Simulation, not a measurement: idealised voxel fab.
You're looking at the process module voxel local oxidation.
Cross-section cut spans 255 nm and uses square cells 5 nm in size.
In this document a cross-section is written as a grid of square cells. It is given as a series of bands, listed from the top down, and a band is one or more rows of cells.
First you get the band's top height and its bottom height, in nm, and then the materials it's made of, left to right, with each width in nm. If you see a single material with "all across", that one covers the band edge to edge. "blank" is empty space.
Below 0: as-received wafer, all one material; heights counted from there. Lowest band: no bottom, goes on down, written "0 and below".
Per-row width for "30..40": begins at first number (top row of band), ends at second number (bottom row), increment between rows held constant.
Any step labelled "remains unaltered" changed none of the cells in the cross-section.
Look at "Entrapped voids" for the closed voids: empty spaces with no open path to the top, sized 8 cells or up. Each is width x height at distance, distance from the left edge, all nm.
Anything after a step's settings on that line? It's the simulator's own note about the step.
The "overlay nm" setting may appear on a step's line; for a step that uses a mask, it gives how far to the right of its planned position the mask lay, and a negative value indicates the left.
-- This section lists the process steps that were planned
| 1 | op RECEIVE | material Si |
| 2 | op CONFORMAL_DEP | material SiO2 | thk nm 5 |
| 3 | op CONFORMAL_DEP | material SiN | thk nm 15 |
| 4 | op DIRECTIONAL_DEP | material aC | thk nm 15 |
| 5 | op PATTERN | tone cover | mask id ACTIVE | material resist | width nm 130 | thk nm 35 | overlay nm 0 |
| 6 | op DIRECTIONAL_ETCH | etch materials aC | depth nm 15 |
| 7 | op STRIP | etch materials resist |
| 8 | op DIRECTIONAL_ETCH | etch materials SiN | depth nm 15 |
| 9 | op STRIP | etch materials aC |
| 10 | op SELECTIVE_ETCH | etch materials SiO2 | depth nm 5 |
| 11 | op OXIDIZE | depth nm 15 |
| 12 | op STRIP | etch materials SiN |
-- First wafer, two in total, run as planned
-- As-received state of the wafer in cross-section, equivalent to post-step 1
> 0 and below  Si all across
> Entrapped voids: none
-- The following cross-section depicts the wafer upon completion of step 2
> 5 down to 0  SiO2 all across
> At heights below 0, the structure remains unaltered.
-- The following cross-section depicts the wafer upon completion of step 3
> 20 down to 5  SiN all across
> At heights below 5, the structure remains unaltered.
-- The following cross-section depicts the wafer upon completion of step 4
> 35 down to 20  aC all across
> At heights below 20, the structure remains unaltered.
-- The following cross-section depicts the wafer upon completion of step 5
> 70 down to 35  blank 60 nm  resist 130 nm  blank 65 nm
> At heights below 35, the structure remains unaltered.
-- The following cross-section depicts the wafer upon completion of step 6
> 55 down to 35  blank 60 nm  resist 130 nm  blank 65 nm
> 35 down to 20  blank 60 nm  aC 130 nm  blank 65 nm
> At heights below 20, the structure remains unaltered.
-- The following cross-section depicts the wafer upon completion of step 7
> 35 down to 20  blank 60 nm  aC 130 nm  blank 65 nm
> At heights below 20, the structure remains unaltered.
-- The following cross-section depicts the wafer upon completion of step 8
> 35 down to 20  blank 60 nm  aC 130 nm  blank 65 nm
> 20 down to 5  blank 60 nm  SiN 130 nm  blank 65 nm
> At heights below 5, the structure remains unaltered.
-- The following cross-section depicts the wafer upon completion of step 9
> 20 down to 5  blank 60 nm  SiN 130 nm  blank 65 nm
> At heights below 5, the structure remains unaltered.
-- The following cross-section depicts the wafer upon completion of step 10
> 20 down to 5  blank 60 nm  SiN 130 nm  blank 65 nm
> 5 down to 0  blank 65 nm  SiO2 120 nm  blank 70 nm
> At heights below 0, the structure remains unaltered.
-- The following cross-section depicts the wafer upon completion of step 11
> 20 down to 5  blank 60 nm  SiN 130 nm  blank 65 nm
> 5 down to 0  blank 65 nm  SiO2 120 nm  blank 70 nm
> 0 down to -15  SiO2 80 nm  Si 90 nm  SiO2 85 nm
> At heights below -15, the structure remains unaltered.
-- The following cross-section depicts the wafer upon completion of step 12
> 5 down to 0  blank 65 nm  SiO2 120 nm  blank 70 nm
> At heights below 0, the structure remains unaltered.
-- Regarding the second of the two wafers: it shared the first wafer's starting condition and process plan, yet one error occurred during its execution. Its history coincides with that of the first wafer up to and including step 5
-- Second wafer, sectioned view, at step 6's planned end time
> 40 down to 35  blank 60 nm  resist 130 nm  blank 65 nm
> 35 down to 20  blank 60 nm  aC 130 nm  blank 65 nm
> At heights below 20, the structure remains unaltered.
-- Second wafer, sectioned view, at step 7's planned end time
> 35 down to 20  blank 60 nm  aC 130 nm  blank 65 nm
> At heights below 20, the structure remains unaltered.
-- Second wafer, sectioned view, at step 8's planned end time
> 35 down to 20  blank 60 nm  aC 130 nm  blank 65 nm
> 20 down to 5  blank 60 nm  SiN 130 nm  blank 65 nm
> At heights below 5, the structure remains unaltered.
-- Second wafer, sectioned view, at step 9's planned end time
> 20 down to 5  blank 60 nm  SiN 130 nm  blank 65 nm
> At heights below 5, the structure remains unaltered.
-- Second wafer, sectioned view, at step 10's planned end time
> 20 down to 5  blank 60 nm  SiN 130 nm  blank 65 nm
> 5 down to 0  blank 65 nm  SiO2 120 nm  blank 70 nm
> At heights below 0, the structure remains unaltered.
-- Second wafer, sectioned view, at step 11's planned end time
> 20 down to 5  blank 60 nm  SiN 130 nm  blank 65 nm
> 5 down to 0  blank 65 nm  SiO2 120 nm  blank 70 nm
> 0 down to -15  SiO2 80 nm  Si 90 nm  SiO2 85 nm
> At heights below -15, the structure remains unaltered.
-- Second wafer, sectioned view, at step 12's planned end time
> 5 down to 0  blank 65 nm  SiO2 120 nm  blank 70 nm
> At heights below 0, the structure remains unaltered.
In executing the process, a mistake was made relative to the plan: step 6, plan: ran twice
The two wafers wind up with the same cross-section at the end, so whatever this model computes is the same despite the mistake.
